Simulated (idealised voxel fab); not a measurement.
You're looking at the process module voxel transistor to metal.
Pictured: cross-section cut, 165 nm wide, on a grid of 5 nm square cells.
Just so we're on the same page, the cross-sections are grids of square cells, and they're listed out in bands top to bottom, each band one or more rows deep.
Basically the band line says how high the top is and how high the bottom is, in nm, and then what's in it from left to right, every material with its width in nm. Empty space shows up as "empty", and if a single material carries "everywhere" it runs the full band edge to edge.
Convention: height 0 is the level below which the wafer, as received, is all one material. The lowest band does not terminate at the bottom but continues downward, represented as "0 and below".
Note: "30->40" means the width goes from the first number (top row of the band) to the second number (bottom row) in equal steps per row of cells.
What does "stayed the same" mean for a step? It means no cell of the cross-section changed in that step.
Entry "Unvented internal voids". Content: empty spaces with no open connection to the top, size 8 cells or greater. Each: width x height at distance. Distance: from left edge. Unit: nm.
On each step's line, the part that comes after the settings is the simulator's own comment on the step.
"overlay nm" on a masked step: distance the mask lay right of its planned place, negative for left.
PLANNED STEP LIST FOR THE PROCESS
1. RECEIVE with material Si
2. OXIDIZE with depth nm 5
3. CONFORMAL_DEP with material SiN, thk nm 15
4. DIRECTIONAL_DEP with material aC, thk nm 10
5. PATTERN with tone cover, mask id ACTIVE, material resist, width nm 110, thk nm 25, overlay nm 0
6. DIRECTIONAL_ETCH with etch materials aC, depth nm 10
7. STRIP with etch materials resist
8. DIRECTIONAL_ETCH with etch materials SiN, depth nm 15
9. DIRECTIONAL_ETCH with etch materials SiO2, depth nm 5
10. DIRECTIONAL_ETCH with etch materials Si, depth nm 25
11. STRIP with etch materials aC
12. FILL_DEP with material SiO2, thk nm 5
13. CMP with height nm 15
14. SELECTIVE_ETCH with etch materials SiO2, depth nm 10
15. STRIP with etch materials SiN
16. SELECTIVE_ETCH with etch materials SiO2, depth nm 5
17. OXIDIZE with depth nm 5
18. DIRECTIONAL_DEP with material polySi, thk nm 30
19. DIRECTIONAL_DEP with material SiCN, thk nm 15
20. MASKED_ETCH with tone cover, mask id GATE, width nm 20, etch materials SiCN, depth nm 25, overlay nm 0
21. MASKED_ETCH with tone cover, mask id GATE, width nm 20, etch materials polySi, depth nm 40, overlay nm 0
22. CONFORMAL_DEP with material SiO2, thk nm 5
23. DIRECTIONAL_ETCH with etch materials SiO2, depth nm 5
24. CONFORMAL_DEP with material SiN, thk nm 10
25. DIRECTIONAL_ETCH with etch materials SiN, depth nm 10
26. DIRECTIONAL_ETCH with etch materials SiO2, depth nm 5
27. EPI with material pSi, thk nm 5
28. FILL_DEP with material SiO2, thk nm 5
29. CMP with height nm 40
30. DIRECTIONAL_DEP with material SiO2, thk nm 15
31. PATTERN with tone open, mask id CONTACT, material resist, width nm 20, pitch nm 80, thk nm 20, overlay nm 0
32. DIRECTIONAL_ETCH with etch materials SiO2, depth nm 60
33. STRIP with etch materials resist
34. CONFORMAL_DEP with material TiN, thk nm 5
35. FILL_DEP with material Ru, thk nm 5
36. CMP with height nm 55
37. DIRECTIONAL_DEP with material TiN, thk nm 5
38. DIRECTIONAL_DEP with material W, thk nm 15
39. PATTERN with tone cover, mask id METAL_1, material resist, width nm 20, pitch nm 80, thk nm 20, overlay nm 0
40. DIRECTIONAL_ETCH with etch materials W, depth nm 15
41. DIRECTIONAL_ETCH with etch materials TiN, depth nm 5
42. STRIP with etch materials resist
43. FILL_DEP with material SiO2, thk nm 10
44. CMP with height nm 75
45. CONFORMAL_DEP with material SiCN, thk nm 5
46. DIRECTIONAL_DEP with material lowk, thk nm 30
47. PATTERN with tone open, mask id METAL_2_HOLES, material resist, width nm 15, pitch nm 80, thk nm 15, overlay nm 0
48. DIRECTIONAL_ETCH with etch materials lowk, depth nm 30
49. STRIP with etch materials resist
50. DIRECTIONAL_DEP with material aC, thk nm 10
51. PATTERN with tone open, mask id METAL_2, material resist, width nm 20, pitch nm 80, thk nm 30, overlay nm 0
52. DIRECTIONAL_ETCH with etch materials aC, depth nm 10
53. STRIP with etch materials resist
54. DIRECTIONAL_ETCH with etch materials lowk, depth nm 15
55. DIRECTIONAL_ETCH with etch materials SiCN, depth nm 5
56. STRIP with etch materials aC
57. CONFORMAL_DEP with material TiN, thk nm 5
58. FILL_DEP with material Cu, thk nm 10
59. CMP with height nm 110
60. CONFORMAL_DEP with material SiN, thk nm 5
WAFER CROSS-SECTION ON RECEIPT, I.E. AFTER STEP 1
0 and below | Si everywhere
Unvented internal voids: none
MODULE COMPLETE, CROSS-SECTION. STARTING POINT AND PLAN PER ABOVE. ONE MISTAKE MADE IN RUNNING THE MODULE
115 down to 110 | SiN everywhere
110 down to 105 | SiCN 30 nm / TiN 20 nm / SiCN 60 nm / TiN 20 nm / SiCN 35 nm
105 down to 75 | lowk everywhere
75 down to 60 | SiO2 30 nm / W 20 nm / SiO2 60 nm / W 20 nm / SiO2 35 nm
60 down to 55 | SiO2 30 nm / TiN 20 nm / SiO2 60 nm / TiN 20 nm / SiO2 35 nm
55 down to 40 | SiO2 30 nm / TiN 5 nm / Ru 10 nm / TiN 5 nm / SiO2 60 nm / TiN 5 nm / Ru 10 nm / TiN 5 nm / SiO2 35 nm
40 down to 25 | SiO2 30 nm / TiN 5 nm / Ru 10 nm / TiN 5 nm / SiO2 5 nm / SiN 10 nm / SiO2 5 nm / SiCN 20 nm / SiO2 5 nm / SiN 10 nm / SiO2 5 nm / TiN 5 nm / Ru 10 nm / TiN 5 nm / SiO2 35 nm
25 down to 5 | SiO2 30 nm / TiN 5 nm / Ru 10 nm / TiN 5 nm / SiO2 5 nm / SiN 10 nm / SiO2 5 nm / polySi 20 nm / SiO2 5 nm / SiN 10 nm / SiO2 5 nm / TiN 5 nm / Ru 10 nm / TiN 5 nm / SiO2 35 nm
5 down to 0 | SiO2 30 nm / TiN 10 nm / Ru 5 nm / TiN 5 nm / SiO2 5 nm / SiN 10 nm / SiO2 5 nm / polySi 20 nm / SiO2 5 nm / SiN 10 nm / SiO2 5 nm / TiN 5 nm / Ru 5 nm / TiN 10 nm / SiO2 35 nm
0 down to -5 | SiO2 25 nm / SiN 10 nm / TiN 15 nm / SiO2 5 nm / SiN 10 nm / SiO2 5 nm / polySi 20 nm / SiO2 5 nm / SiN 10 nm / SiO2 5 nm / TiN 15 nm / SiN 10 nm / SiO2 30 nm
-5 down to -10 | SiO2 35 nm / pSi 20 nm / SiO2 50 nm / pSi 20 nm / SiO2 40 nm
-10 down to -30 | SiO2 25 nm / Si 110 nm / SiO2 30 nm
-30 and below | Si everywhere
Unvented internal voids: none
Here's what went sideways: it was found that steps 45 and 46 of the process plan had been performed in exchanged positions
